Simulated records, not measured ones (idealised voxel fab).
Name of the process module below: voxel air gaps
FYI the section here is cut, 235 nm wide, cells are 5 nm squares.
In what follows, cross-sections appear as grids of square cells, described through bands that run from the top down, where every band is one or more rows of cells. A band entry consists of two parts. The first gives the height of the band's top and the height of its bottom, in nm. The rest lists the band's materials from left to right, each with its width in nm. A single material labelled with the word "throughout" fills the band from edge to edge, and the word "air" marks empty space. Note: height 0 marks the level under which the wafer is uniformly one material as received. Lowest band unbounded below, written "from 0 down". Width: "30 to 40" (first number = top row, second number = bottom row, same change from row to row of cells). Basically "left unchanged" means that step didn't change any cell in the cross-section. The list in "Tabulated closed voids" covers empty spaces of 8 cells or more that cannot reach the top through any open way, and it gives each as width x height at distance; the distance is from the left edge, and width, height and distance are in nm. Past the settings on a step's line: simulator remark, on that step. "overlay nm", when on a step's line for a step with a mask, measures how far to the right of its planned place the mask lay; a negative measure means to the left.
### Set out below are the planned steps of the process
1. RECEIVE: material Si
2. CONFORMAL_DEP: material SiO2, thk nm 15
3. CONFORMAL_DEP: material SiCN, thk nm 5
4. DIRECTIONAL_DEP: material SiO2, thk nm 35
5. MASKED_ETCH: tone open, mask id LINES, width nm 25, pitch nm 50, etch materials SiO2, depth nm 35, overlay nm 0
6. CONFORMAL_DEP: material TiN, thk nm 5
7. FILL_DEP: material W, thk nm 10
8. CMP: height nm 55
9. EPI: material Ru, thk nm 10
10. SELECTIVE_ETCH: etch materials SiO2, depth nm 45
11. CONFORMAL_DEP: material SiCN, thk nm 5
### As-received wafer cross-section (after step 1)
> from 0 down  Si throughout
> Tabulated closed voids: none
### The first of the two wafers as seen in cross-section once the module was finished; processing followed the plan
> from 70 to 65  air: 40, SiCN: 155, air: 40
> from 65 to 55  air: 40, SiCN: 5, Ru: 45, SiCN: 5, Ru: 45, SiCN: 5, Ru: 45, SiCN: 5, air: 40
> from 55 to 50  air: 40, SiCN: 15, TiN: 5, W: 15, TiN: 5, SiCN: 25, TiN: 5, W: 15, TiN: 5, SiCN: 25, TiN: 5, W: 15, TiN: 5, SiCN: 15, air: 40
> from 50 to 25  air: 50, SiCN: 5, TiN: 5, W: 15, TiN: 5, SiCN: 5, air: 15, SiCN: 5, TiN: 5, W: 15, TiN: 5, SiCN: 5, air: 15, SiCN: 5, TiN: 5, W: 15, TiN: 5, SiCN: 5, air: 50
> from 25 to 20  SiCN: 55, TiN: 25, SiCN: 25, TiN: 25, SiCN: 25, TiN: 25, SiCN: 55
> from 20 to 15  SiCN throughout
> from 15 to 0  SiO2 throughout
> from 0 down  Si throughout
> Tabulated closed voids: 15 x 25 at 85; 15 x 25 at 135
### Wafer two, sectioned after the module: the first wafer's start, the first wafer's plan, and one mistake in how it was run
> from 70 to 65  air: 45, SiCN: 155, air: 35
> from 65 to 55  air: 45, SiCN: 5, Ru: 45, SiCN: 5, Ru: 45, SiCN: 5, Ru: 45, SiCN: 5, air: 35
> from 55 to 50  air: 45, SiCN: 15, TiN: 5, W: 15, TiN: 5, SiCN: 25, TiN: 5, W: 15, TiN: 5, SiCN: 25, TiN: 5, W: 15, TiN: 5, SiCN: 15, air: 35
> from 50 to 25  air: 55, SiCN: 5, TiN: 5, W: 15, TiN: 5, SiCN: 5, air: 15, SiCN: 5, TiN: 5, W: 15, TiN: 5, SiCN: 5, air: 15, SiCN: 5, TiN: 5, W: 15, TiN: 5, SiCN: 5, air: 45
> from 25 to 20  SiCN: 60, TiN: 25, SiCN: 25, TiN: 25, SiCN: 25, TiN: 25, SiCN: 50
> from 20 to 15  SiCN throughout
> from 15 to 0  SiO2 throughout
> from 0 down  Si throughout
> Tabulated closed voids: 15 x 25 at 90; 15 x 25 at 140
What broke from the plan during processing? step 5 was not run as planned; what actually ran was MASKED_ETCH: tone open, mask id LINES, width nm 25, pitch nm 50, etch materials SiO2, depth nm 35, overlay nm 5
So at the finish, the second wafer's got exactly as many cells of each material as the first, just not in the same spots.
